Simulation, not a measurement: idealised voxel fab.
process module | voxel transistor to metal
cross-section cut | 190 nm wide | cells 5 nm
A cross-section is a grid of square cells, given in bands from the top down. A band is one or more rows of cells.
Each band's line starts with the height of the band's top and of its bottom, in nm. Then come its materials from left to right, each with its width in nm. One material with "throughout" fills the band from edge to edge. "air" is empty space.
Height 0 is the level under which the wafer as received is all one material. The lowest band goes on downwards, as in "0 down".
A width such as "30 to 40" changes by the same amount from each row of cells to the next, from the band's top row to its bottom row.
"no change" after a step means that no cell of the cross-section changed.
closed voids: empty space of 8 cells or more with no open way to the top, each as width x height at its distance from the left edge, in nm
after a step's settings: what the simulator itself notes on the step
overlay nm, on a step with a mask: how far to the right of its planned place the mask lay; to the left if negative
plan
1 op RECEIVE | material Si
2 op OXIDIZE | depth nm 5
3 op CONFORMAL_DEP | material SiN | thk nm 15
4 op MASKED_ETCH | tone cover | mask id ACTIVE | width nm 105 | etch materials SiN | depth nm 15 | overlay nm 0
5 op MASKED_ETCH | tone cover | mask id ACTIVE | width nm 105 | etch materials SiO2 | depth nm 5 | overlay nm 0
6 op MASKED_ETCH | tone cover | mask id ACTIVE | width nm 105 | etch materials Si | depth nm 30 | overlay nm 0
7 op OXIDIZE | depth nm 5
8 op FILL_DEP | material SiO2 | thk nm 10
9 op CMP | height nm 15
10 op SELECTIVE_ETCH | etch materials SiO2 | depth nm 5
11 op STRIP | etch materials SiN
12 op SELECTIVE_ETCH | etch materials SiO2 | depth nm 5
13 op OXIDIZE | depth nm 5
14 op DIRECTIONAL_DEP | material polySi | thk nm 20
15 op DIRECTIONAL_DEP | material SiCN | thk nm 10
16 op MASKED_ETCH | tone cover | mask id GATE | width nm 15 | etch materials SiCN | depth nm 20 | overlay nm 0
17 op MASKED_ETCH | tone cover | mask id GATE | width nm 15 | etch materials polySi | depth nm 30 | overlay nm 0
18 op CONFORMAL_DEP | material SiO2 | thk nm 5
19 op DIRECTIONAL_ETCH | etch materials SiO2 | depth nm 5
20 op CONFORMAL_DEP | material SiN | thk nm 5
21 op DIRECTIONAL_ETCH | etch materials SiN | depth nm 5
22 op DIRECTIONAL_ETCH | etch materials SiO2 | depth nm 5
23 op DIRECTIONAL_ETCH | etch materials Si | depth nm 15
24 op EPI | material nSi | thk nm 15
25 op FILL_DEP | material SiO2 | thk nm 10
26 op CMP | height nm 25
27 op DIRECTIONAL_DEP | material SiO2 | thk nm 10
28 op DIRECTIONAL_DEP | material aC | thk nm 10
29 op PATTERN | tone open | mask id CONTACT | material resist | width nm 30 | pitch nm 55 | thk nm 30 | overlay nm 0
30 op DIRECTIONAL_ETCH | etch materials aC | depth nm 10
31 op STRIP | etch materials resist
32 op DIRECTIONAL_ETCH | etch materials SiO2 | depth nm 45
33 op STRIP | etch materials aC
34 op CONFORMAL_DEP | material TiN | thk nm 5
35 op FILL_DEP | material W | thk nm 10
36 op CMP | height nm 35
37 op DIRECTIONAL_DEP | material TiN | thk nm 5
38 op DIRECTIONAL_DEP | material Ru | thk nm 15
39 op PATTERN | tone cover | mask id METAL_1 | material resist | width nm 15 | pitch nm 70 | thk nm 20 | overlay nm 0
40 op DIRECTIONAL_ETCH | etch materials Ru | depth nm 15
41 op DIRECTIONAL_ETCH | etch materials TiN | depth nm 5
42 op STRIP | etch materials resist
43 op CONFORMAL_DEP | material SiN | thk nm 5
44 op FILL_DEP | material SiO2 | thk nm 5
45 op CMP | height nm 55
46 op CONFORMAL_DEP | material SiCN | thk nm 5
47 op DIRECTIONAL_DEP | material SiO2 | thk nm 30
48 op DIRECTIONAL_DEP | material aC | thk nm 15
49 op PATTERN | tone open | mask id METAL_2 | material resist | width nm 15 | pitch nm 70 | thk nm 30 | overlay nm 0
50 op DIRECTIONAL_ETCH | etch materials aC | depth nm 15
51 op STRIP | etch materials resist
52 op DIRECTIONAL_ETCH | etch materials SiO2 | depth nm 20
53 op STRIP | etch materials aC
54 op MASKED_ETCH | tone open | mask id METAL_2_HOLES | width nm 15 | pitch nm 70 | etch materials SiO2 | depth nm 10 | overlay nm 0
55 op MASKED_ETCH | tone open | mask id METAL_2_HOLES | width nm 15 | pitch nm 70 | etch materials SiCN | depth nm 5 | overlay nm 0
56 op CONFORMAL_DEP | material TiN | thk nm 5
57 op FILL_DEP | material Cu | thk nm 5
58 op CMP | height nm 90
59 op CONFORMAL_DEP | material SiCN | thk nm 5
first wafer, as planned
as received, after step 1
  0 down: Si throughout
  closed voids: none
after step 2
  0 to -5: SiO2 throughout
  below -5: unchanged
after step 3
  15 to 0: SiN throughout
  below 0: unchanged
after step 4
  15 to 0: air 40 | SiN 105 | air 45
  below 0: unchanged
after step 5
  15 to 0: air 40 | SiN 105 | air 45
  0 to -5: air 40 | SiO2 105 | air 45
  below -5: unchanged
after step 6
  15 to 0: air 40 | SiN 105 | air 45
  0 to -5: air 40 | SiO2 105 | air 45
  -5 to -35: air 40 | Si 105 | air 45
  below -35: unchanged
after step 7
  15 to 0: air 40 | SiN 105 | air 45
  0 to -5: air 40 | SiO2 105 | air 45
  -5 to -35: air 40 | SiO2 5 | Si 95 | SiO2 5 | air 45
  -35 to -40: SiO2 45 | Si 95 | SiO2 50
  below -40: unchanged
after step 8
  25 to 15: SiO2 throughout
  15 to 0: SiO2 40 | SiN 105 | SiO2 45
  0 to -5: SiO2 throughout
  -5 to -40: SiO2 45 | Si 95 | SiO2 50
  below -40: unchanged
after step 9
  15 to 0: SiO2 40 | SiN 105 | SiO2 45
  below 0: unchanged
after step 10
  15 to 10: air 40 | SiN 105 | air 45
  below 10: unchanged
after step 11
  10 to 0: SiO2 40 | air 105 | SiO2 45
  below 0: unchanged
after step 12
  5 to -5: SiO2 35 | air 115 | SiO2 40
  below -5: unchanged
after step 13
  5 to -5: SiO2 35 | air 115 | SiO2 40
  -5 to -10: SiO2 throughout
  below -10: unchanged
after step 14
  25 to 15: polySi 35 | air 115 | polySi 40
  15 to 5: polySi throughout
  5 to -5: SiO2 35 | polySi 115 | SiO2 40
  below -5: unchanged
after step 15
  35 to 25: SiCN 35 | air 115 | SiCN 40
  25 to 15: polySi 35 | SiCN 115 | polySi 40
  below 15: unchanged
after step 16
  25 to 15: polySi 35 | air 50 | SiCN 15 | air 50 | polySi 40
  below 15: unchanged
after step 17
  25 to 15: air 85 | SiCN 15 | air 90
  15 to 5: air 85 | polySi 15 | air 90
  5 to -5: SiO2 35 | air 50 | polySi 15 | air 50 | SiO2 40
  below -5: unchanged
after step 18
  30 to 25: air 80 | SiO2 25 | air 85
  25 to 15: air 80 | SiO2 5 | SiCN 15 | SiO2 5 | air 85
  15 to 10: air 80 | SiO2 5 | polySi 15 | SiO2 5 | air 85
  10 to 0: SiO2 40 | air 40 | SiO2 5 | polySi 15 | SiO2 5 | air 40 | SiO2 45
  0 to -5: SiO2 85 | polySi 15 | SiO2 90
  below -5: unchanged
after step 19
  25 to 15: air 80 | SiO2 5 | SiCN 15 | SiO2 5 | air 85
  15 to 5: air 80 | SiO2 5 | polySi 15 | SiO2 5 | air 85
  5 to -5: SiO2 40 | air 40 | SiO2 5 | polySi 15 | SiO2 5 | air 40 | SiO2 45
  below -5: unchanged
after step 20
  30 to 25: air 75 | SiN 35 | air 80
  25 to 15: air 75 | SiN 5 | SiO2 5 | SiCN 15 | SiO2 5 | SiN 5 | air 80
  15 to 10: air 75 | SiN 5 | SiO2 5 | polySi 15 | SiO2 5 | SiN 5 | air 80
  10 to 5: SiN 45 | air 30 | SiN 5 | SiO2 5 | polySi 15 | SiO2 5 | SiN 5 | air 30 | SiN 50
  5 to 0: SiO2 40 | SiN 5 | air 30 | SiN 5 | SiO2 5 | polySi 15 | SiO2 5 | SiN 5 | air 30 | SiN 5 | SiO2 45
  0 to -5: SiO2 40 | SiN 40 | SiO2 5 | polySi 15 | SiO2 5 | SiN 40 | SiO2 45
  below -5: unchanged
after step 21
  25 to 15: air 75 | SiN 5 | SiO2 5 | SiCN 15 | SiO2 5 | SiN 5 | air 80
  15 to 5: air 75 | SiN 5 | SiO2 5 | polySi 15 | SiO2 5 | SiN 5 | air 80
  5 to -5: SiO2 40 | SiN 5 | air 30 | SiN 5 | SiO2 5 | polySi 15 | SiO2 5 | SiN 5 | air 30 | SiN 5 | SiO2 45
  below -5: unchanged
after step 22
  25 to 20: air 75 | SiN 5 | air 5 | SiCN 15 | air 5 | SiN 5 | air 80
  20 to 15: air 75 | SiN 5 | SiO2 5 | SiCN 15 | SiO2 5 | SiN 5 | air 80
  15 to 5: air 75 | SiN 5 | SiO2 5 | polySi 15 | SiO2 5 | SiN 5 | air 80
  5 to 0: air 40 | SiN 5 | air 30 | SiN 5 | SiO2 5 | polySi 15 | SiO2 5 | SiN 5 | air 30 | SiN 5 | air 45
  0 to -5: SiO2 40 | SiN 5 | air 30 | SiN 5 | SiO2 5 | polySi 15 | SiO2 5 | SiN 5 | air 30 | SiN 5 | SiO2 45
  -5 to -10: SiO2 45 | air 30 | SiO2 35 | air 30 | SiO2 50
  below -10: unchanged
after step 23
  25 to 20: air 75 | SiN 5 | air 5 | SiCN 15 | air 5 | SiN 5 | air 80
  20 to 15: air 75 | SiN 5 | SiO2 5 | SiCN 15 | SiO2 5 | SiN 5 | air 80
  15 to 5: air 75 | SiN 5 | SiO2 5 | polySi 15 | SiO2 5 | SiN 5 | air 80
  5 to 0: air 40 | SiN 5 | air 30 | SiN 5 | SiO2 5 | polySi 15 | SiO2 5 | SiN 5 | air 30 | SiN 5 | air 45
  0 to -5: SiO2 40 | SiN 5 | air 30 | SiN 5 | SiO2 5 | polySi 15 | SiO2 5 | SiN 5 | air 30 | SiN 5 | SiO2 45
  -5 to -10: SiO2 45 | air 30 | SiO2 35 | air 30 | SiO2 50
  -10 to -25: SiO2 45 | air 30 | Si 35 | air 30 | SiO2 50
  below -25: unchanged
after step 24
  25 to 20: air 75 | SiN 5 | air 5 | SiCN 15 | air 5 | SiN 5 | air 80
  20 to 15: air 75 | SiN 5 | SiO2 5 | SiCN 15 | SiO2 5 | SiN 5 | air 80
  15 to 5: air 75 | SiN 5 | SiO2 5 | polySi 15 | SiO2 5 | SiN 5 | air 80
  5 to 0: air 40 | SiN 5 | air 15 | nSi 15 | SiN 5 | SiO2 5 | polySi 15 | SiO2 5 | SiN 5 | nSi 15 | air 15 | SiN 5 | air 45
  0 to -5: SiO2 40 | SiN 5 | air 15 | nSi 15 | SiN 5 | SiO2 5 | polySi 15 | SiO2 5 | SiN 5 | nSi 15 | air 15 | SiN 5 | SiO2 45
  -5 to -10: SiO2 45 | air 15 | nSi 15 | SiO2 35 | nSi 15 | air 15 | SiO2 50
  -10 to -25: SiO2 45 | nSi 30 | Si 35 | nSi 30 | SiO2 50
  below -25: unchanged
after step 25
  35 to 25: SiO2 throughout
  25 to 15: SiO2 75 | SiN 5 | SiO2 5 | SiCN 15 | SiO2 5 | SiN 5 | SiO2 80
  15 to 5: SiO2 75 | SiN 5 | SiO2 5 | polySi 15 | SiO2 5 | SiN 5 | SiO2 80
  5 to -5: SiO2 40 | SiN 5 | SiO2 15 | nSi 15 | SiN 5 | SiO2 5 | polySi 15 | SiO2 5 | SiN 5 | nSi 15 | SiO2 15 | SiN 5 | SiO2 45
  -5 to -10: SiO2 60 | nSi 15 | SiO2 35 | nSi 15 | SiO2 65
  below -10: unchanged
after step 26
  25 to 15: SiO2 75 | SiN 5 | SiO2 5 | SiCN 15 | SiO2 5 | SiN 5 | SiO2 80
  below 15: unchanged
after step 27
  35 to 25: SiO2 throughout
  below 25: unchanged
after step 28
  45 to 35: aC throughout
  below 35: unchanged
after step 29
  75 to 45: resist 50 | air 30 | resist 25 | air 30 | resist 55
  below 45: unchanged
after step 30
  65 to 45: resist 50 | air 30 | resist 25 | air 30 | resist 55
  45 to 35: aC 50 | air 30 | aC 25 | air 30 | aC 55
  below 35: unchanged
after step 31
  45 to 35: aC 50 | air 30 | aC 25 | air 30 | aC 55
  below 35: unchanged
after step 32
  45 to 35: aC 50 | air 30 | aC 25 | air 30 | aC 55
  35 to 25: SiO2 50 | air 30 | SiO2 25 | air 30 | SiO2 55
  25 to 15: SiO2 50 | air 25 | SiN 5 | SiO2 5 | SiCN 15 | SiO2 5 | SiN 5 | air 25 | SiO2 55
  15 to 5: SiO2 50 | air 25 | SiN 5 | SiO2 5 | polySi 15 | SiO2 5 | SiN 5 | air 25 | SiO2 55
  5 to -5: SiO2 40 | SiN 5 | SiO2 5 | air 10 | nSi 15 | SiN 5 | SiO2 5 | polySi 15 | SiO2 5 | SiN 5 | nSi 15 | air 10 | SiO2 5 | SiN 5 | SiO2 45
  -5 to -10: SiO2 50 | air 10 | nSi 15 | SiO2 35 | nSi 15 | air 10 | SiO2 55
  below -10: unchanged
after step 33
  35 to 25: SiO2 50 | air 30 | SiO2 25 | air 30 | SiO2 55
  below 25: unchanged
after step 34
  40 to 35: TiN 55 | air 20 | TiN 35 | air 20 | TiN 60
  35 to 25: SiO2 50 | TiN 5 | air 20 to 15 | TiN 5 to 10 | SiO2 25 | TiN 5 to 10 | air 20 to 15 | TiN 5 | SiO2 55
  25 to 15: SiO2 50 | TiN 5 | air 15 | TiN 5 | SiN 5 | SiO2 5 | SiCN 15 | SiO2 5 | SiN 5 | TiN 5 | air 15 | TiN 5 | SiO2 55
  15 to 10: SiO2 50 | TiN 5 | air 15 | TiN 5 | SiN 5 | SiO2 5 | polySi 15 | SiO2 5 | SiN 5 | TiN 5 | air 15 | TiN 5 | SiO2 55
  10 to 5: SiO2 50 | TiN 25 | SiN 5 | SiO2 5 | polySi 15 | SiO2 5 | SiN 5 | TiN 25 | SiO2 55
  5 to -5: SiO2 40 | SiN 5 | SiO2 5 | TiN 10 | nSi 15 | SiN 5 | SiO2 5 | polySi 15 | SiO2 5 | SiN 5 | nSi 15 | TiN 10 | SiO2 5 | SiN 5 | SiO2 45
  -5 to -10: SiO2 50 | TiN 10 | nSi 15 | SiO2 35 | nSi 15 | TiN 10 | SiO2 55
  below -10: unchanged
after step 35
  50 to 40: W throughout
  40 to 35: TiN 55 | W 20 | TiN 35 | W 20 | TiN 60
  35 to 25: SiO2 50 | TiN 5 | W 20 to 15 | TiN 5 to 10 | SiO2 25 | TiN 5 to 10 | W 20 to 15 | TiN 5 | SiO2 55
  25 to 15: SiO2 50 | TiN 5 | W 15 | TiN 5 | SiN 5 | SiO2 5 | SiCN 15 | SiO2 5 | SiN 5 | TiN 5 | W 15 | TiN 5 | SiO2 55
  15 to 10: SiO2 50 | TiN 5 | W 15 | TiN 5 | SiN 5 | SiO2 5 | polySi 15 | SiO2 5 | SiN 5 | TiN 5 | W 15 | TiN 5 | SiO2 55
  below 10: unchanged
after step 36
  35 to 25: SiO2 50 | TiN 5 | W 20 to 15 | TiN 5 to 10 | SiO2 25 | TiN 5 to 10 | W 20 to 15 | TiN 5 | SiO2 55
  below 25: unchanged
after step 37
  40 to 35: TiN throughout
  below 35: unchanged
after step 38
  55 to 40: Ru throughout
  below 40: unchanged
after step 39
  75 to 55: air 50 | resist 15 | air 55 | resist 15 | air 55
  below 55: unchanged
after step 40
  75 to 55: air 50 | resist 15 | air 55 | resist 15 | air 55
  55 to 40: air 50 | Ru 15 | air 55 | Ru 15 | air 55
  below 40: unchanged
after step 41
  75 to 55: air 50 | resist 15 | air 55 | resist 15 | air 55
  55 to 40: air 50 | Ru 15 | air 55 | Ru 15 | air 55
  40 to 35: air 50 | TiN 15 | air 55 | TiN 15 | air 55
  below 35: unchanged
after step 42
  55 to 40: air 50 | Ru 15 | air 55 | Ru 15 | air 55
  below 40: unchanged
after step 43
  60 to 55: air 45 | SiN 25 | air 45 | SiN 25 | air 50
  55 to 40: air 45 | SiN 5 | Ru 15 | SiN 5 | air 45 | SiN 5 | Ru 15 | SiN 5 | air 50
  40 to 35: SiN 50 | TiN 15 | SiN 55 | TiN 15 | SiN 55
  below 35: unchanged
after step 44
  65 to 60: SiO2 throughout
  60 to 55: SiO2 45 | SiN 25 | SiO2 45 | SiN 25 | SiO2 50
  55 to 40: SiO2 45 | SiN 5 | Ru 15 | SiN 5 | SiO2 45 | SiN 5 | Ru 15 | SiN 5 | SiO2 50
  below 40: unchanged
after step 45
  55 to 40: SiO2 45 | SiN 5 | Ru 15 | SiN 5 | SiO2 45 | SiN 5 | Ru 15 | SiN 5 | SiO2 50
  below 40: unchanged
after step 46
  60 to 55: SiCN throughout
  below 55: unchanged
after step 47
  90 to 60: SiO2 throughout
  below 60: unchanged
after step 48
  105 to 90: aC throughout
  below 90: unchanged
after step 49
  135 to 105: resist 50 | air 15 | resist 55 | air 15 | resist 55
  below 105: unchanged
after step 50
  120 to 105: resist 50 | air 15 | resist 55 | air 15 | resist 55
  105 to 90: aC 50 | air 15 | aC 55 | air 15 | aC 55
  below 90: unchanged
after step 51
  105 to 90: aC 50 | air 15 | aC 55 | air 15 | aC 55
  below 90: unchanged
after step 52
  105 to 90: aC 50 | air 15 | aC 55 | air 15 | aC 55
  90 to 70: SiO2 50 | air 15 | SiO2 55 | air 15 | SiO2 55
  below 70: unchanged
after step 53
  90 to 70: SiO2 50 | air 15 | SiO2 55 | air 15 | SiO2 55
  below 70: unchanged
after step 54
  90 to 60: SiO2 50 | air 15 | SiO2 55 | air 15 | SiO2 55
  below 60: unchanged
after step 55
  90 to 60: SiO2 50 | air 15 | SiO2 55 | air 15 | SiO2 55
  60 to 55: SiCN 50 | air 15 | SiCN 55 | air 15 | SiCN 55
  below 55: unchanged
after step 56
  95 to 90: TiN 55 | air 5 | TiN 65 | air 5 | TiN 60
  90 to 60: SiO2 50 | TiN 5 | air 5 | TiN 5 | SiO2 55 | TiN 5 | air 5 | TiN 5 | SiO2 55
  60 to 55: SiCN 50 | TiN 15 | SiCN 55 | TiN 15 | SiCN 55
  below 55: unchanged
after step 57
  100 to 95: Cu throughout
  95 to 90: TiN 55 | Cu 5 | TiN 65 | Cu 5 | TiN 60
  90 to 60: SiO2 50 | TiN 5 | Cu 5 | TiN 5 | SiO2 55 | TiN 5 | Cu 5 | TiN 5 | SiO2 55
  below 60: unchanged
after step 58
  90 to 60: SiO2 50 | TiN 5 | Cu 5 | TiN 5 | SiO2 55 | TiN 5 | Cu 5 | TiN 5 | SiO2 55
  below 60: unchanged
after step 59
  95 to 90: SiCN throughout
  below 90: unchanged
second wafer: like start, like plan, one mistake. Through step 23 it matches the first wafer
when step 24 should have ended
  25 to 20: air 75 | SiN 5 | air 5 | SiCN 15 | air 5 | SiN 5 | air 80
  20 to 15: air 45 | nSi 30 | SiN 5 | SiO2 5 | SiCN 15 | SiO2 5 | SiN 5 | nSi 30 | air 50
  15 to 5: air 45 | nSi 30 | SiN 5 | SiO2 5 | polySi 15 | SiO2 5 | SiN 5 | nSi 30 | air 50
  5 to 0: air 40 | SiN 5 | nSi 30 | SiN 5 | SiO2 5 | polySi 15 | SiO2 5 | SiN 5 | nSi 30 | SiN 5 | air 45
  0 to -5: SiO2 40 | SiN 5 | nSi 30 | SiN 5 | SiO2 5 | polySi 15 | SiO2 5 | SiN 5 | nSi 30 | SiN 5 | SiO2 45
  -5 to -10: SiO2 45 | nSi 30 | SiO2 35 | nSi 30 | SiO2 50
  -10 to -25: SiO2 45 | nSi 30 | Si 35 | nSi 30 | SiO2 50
  below -25: unchanged
when step 25 should have ended
  35 to 25: SiO2 throughout
  25 to 20: SiO2 75 | SiN 5 | SiO2 5 | SiCN 15 | SiO2 5 | SiN 5 | SiO2 80
  20 to 15: SiO2 45 | nSi 30 | SiN 5 | SiO2 5 | SiCN 15 | SiO2 5 | SiN 5 | nSi 30 | SiO2 50
  15 to 5: SiO2 45 | nSi 30 | SiN 5 | SiO2 5 | polySi 15 | SiO2 5 | SiN 5 | nSi 30 | SiO2 50
  5 to -5: SiO2 40 | SiN 5 | nSi 30 | SiN 5 | SiO2 5 | polySi 15 | SiO2 5 | SiN 5 | nSi 30 | SiN 5 | SiO2 45
  below -5: unchanged
when step 26 should have ended
  25 to 20: SiO2 75 | SiN 5 | SiO2 5 | SiCN 15 | SiO2 5 | SiN 5 | SiO2 80
  below 20: unchanged
when step 27 should have ended
  35 to 25: SiO2 throughout
  below 25: unchanged
when step 28 should have ended
  45 to 35: aC throughout
  below 35: unchanged
when step 29 should have ended
  75 to 45: resist 50 | air 30 | resist 25 | air 30 | resist 55
  below 45: unchanged
when step 30 should have ended
  65 to 45: resist 50 | air 30 | resist 25 | air 30 | resist 55
  45 to 35: aC 50 | air 30 | aC 25 | air 30 | aC 55
  below 35: unchanged
when step 31 should have ended
  45 to 35: aC 50 | air 30 | aC 25 | air 30 | aC 55
  below 35: unchanged
when step 32 should have ended
  45 to 35: aC 50 | air 30 | aC 25 | air 30 | aC 55
  35 to 25: SiO2 50 | air 30 | SiO2 25 | air 30 | SiO2 55
  25 to 20: SiO2 50 | air 25 | SiN 5 | SiO2 5 | SiCN 15 | SiO2 5 | SiN 5 | air 25 | SiO2 55
  below 20: unchanged
when step 33 should have ended
  35 to 25: SiO2 50 | air 30 | SiO2 25 | air 30 | SiO2 55
  below 25: unchanged
when step 34 should have ended
  40 to 35: TiN 55 | air 20 | TiN 35 | air 20 | TiN 60
  35 to 25: SiO2 50 | TiN 5 | air 20 to 15 | TiN 5 to 10 | SiO2 25 | TiN 5 to 10 | air 20 to 15 | TiN 5 | SiO2 55
  25 to 20: SiO2 50 | TiN 25 | SiN 5 | SiO2 5 | SiCN 15 | SiO2 5 | SiN 5 | TiN 25 | SiO2 55
  below 20: unchanged
when step 35 should have ended
  50 to 40: W throughout
  40 to 35: TiN 55 | W 20 | TiN 35 | W 20 | TiN 60
  35 to 25: SiO2 50 | TiN 5 | W 20 to 15 | TiN 5 to 10 | SiO2 25 | TiN 5 to 10 | W 20 to 15 | TiN 5 | SiO2 55
  below 25: unchanged
when step 36 should have ended
  35 to 25: SiO2 50 | TiN 5 | W 20 to 15 | TiN 5 to 10 | SiO2 25 | TiN 5 to 10 | W 20 to 15 | TiN 5 | SiO2 55
  below 25: unchanged
when step 37 should have ended
  40 to 35: TiN throughout
  below 35: unchanged
when step 38 should have ended
  55 to 40: Ru throughout
  below 40: unchanged
when step 39 should have ended
  75 to 55: air 50 | resist 15 | air 55 | resist 15 | air 55
  below 55: unchanged
when step 40 should have ended
  75 to 55: air 50 | resist 15 | air 55 | resist 15 | air 55
  55 to 40: air 50 | Ru 15 | air 55 | Ru 15 | air 55
  below 40: unchanged
when step 41 should have ended
  75 to 55: air 50 | resist 15 | air 55 | resist 15 | air 55
  55 to 40: air 50 | Ru 15 | air 55 | Ru 15 | air 55
  40 to 35: air 50 | TiN 15 | air 55 | TiN 15 | air 55
  below 35: unchanged
when step 42 should have ended
  55 to 40: air 50 | Ru 15 | air 55 | Ru 15 | air 55
  below 40: unchanged
when step 43 should have ended
  60 to 55: air 45 | SiN 25 | air 45 | SiN 25 | air 50
  55 to 40: air 45 | SiN 5 | Ru 15 | SiN 5 | air 45 | SiN 5 | Ru 15 | SiN 5 | air 50
  40 to 35: SiN 50 | TiN 15 | SiN 55 | TiN 15 | SiN 55
  below 35: unchanged
when step 44 should have ended
  65 to 60: SiO2 throughout
  60 to 55: SiO2 45 | SiN 25 | SiO2 45 | SiN 25 | SiO2 50
  55 to 40: SiO2 45 | SiN 5 | Ru 15 | SiN 5 | SiO2 45 | SiN 5 | Ru 15 | SiN 5 | SiO2 50
  below 40: unchanged
when step 45 should have ended
  55 to 40: SiO2 45 | SiN 5 | Ru 15 | SiN 5 | SiO2 45 | SiN 5 | Ru 15 | SiN 5 | SiO2 50
  below 40: unchanged
when step 46 should have ended
  60 to 55: SiCN throughout
  below 55: unchanged
when step 47 should have ended
  90 to 60: SiO2 throughout
  below 60: unchanged
when step 48 should have ended
  105 to 90: aC throughout
  below 90: unchanged
when step 49 should have ended
  135 to 105: resist 50 | air 15 | resist 55 | air 15 | resist 55
  below 105: unchanged
when step 50 should have ended
  120 to 105: resist 50 | air 15 | resist 55 | air 15 | resist 55
  105 to 90: aC 50 | air 15 | aC 55 | air 15 | aC 55
  below 90: unchanged
when step 51 should have ended
  105 to 90: aC 50 | air 15 | aC 55 | air 15 | aC 55
  below 90: unchanged
when step 52 should have ended
  105 to 90: aC 50 | air 15 | aC 55 | air 15 | aC 55
  90 to 70: SiO2 50 | air 15 | SiO2 55 | air 15 | SiO2 55
  below 70: unchanged
when step 53 should have ended
  90 to 70: SiO2 50 | air 15 | SiO2 55 | air 15 | SiO2 55
  below 70: unchanged
when step 54 should have ended
  90 to 60: SiO2 50 | air 15 | SiO2 55 | air 15 | SiO2 55
  below 60: unchanged
when step 55 should have ended
  90 to 60: SiO2 50 | air 15 | SiO2 55 | air 15 | SiO2 55
  60 to 55: SiCN 50 | air 15 | SiCN 55 | air 15 | SiCN 55
  below 55: unchanged
when step 56 should have ended
  95 to 90: TiN 55 | air 5 | TiN 65 | air 5 | TiN 60
  90 to 60: SiO2 50 | TiN 5 | air 5 | TiN 5 | SiO2 55 | TiN 5 | air 5 | TiN 5 | SiO2 55
  60 to 55: SiCN 50 | TiN 15 | SiCN 55 | TiN 15 | SiCN 55
  below 55: unchanged
when step 57 should have ended
  100 to 95: Cu throughout
  95 to 90: TiN 55 | Cu 5 | TiN 65 | Cu 5 | TiN 60
  90 to 60: SiO2 50 | TiN 5 | Cu 5 | TiN 5 | SiO2 55 | TiN 5 | Cu 5 | TiN 5 | SiO2 55
  below 60: unchanged
when step 58 should have ended
  90 to 60: SiO2 50 | TiN 5 | Cu 5 | TiN 5 | SiO2 55 | TiN 5 | Cu 5 | TiN 5 | SiO2 55
  below 60: unchanged
when step 59 should have ended
  95 to 90: SiCN throughout
  below 90: unchanged
what went wrong: step 24 was run twice
at the end the second wafer has, in cells: 12 fewer of SiO2 | 24 fewer of TiN | 18 fewer of W | 54 more of nSi
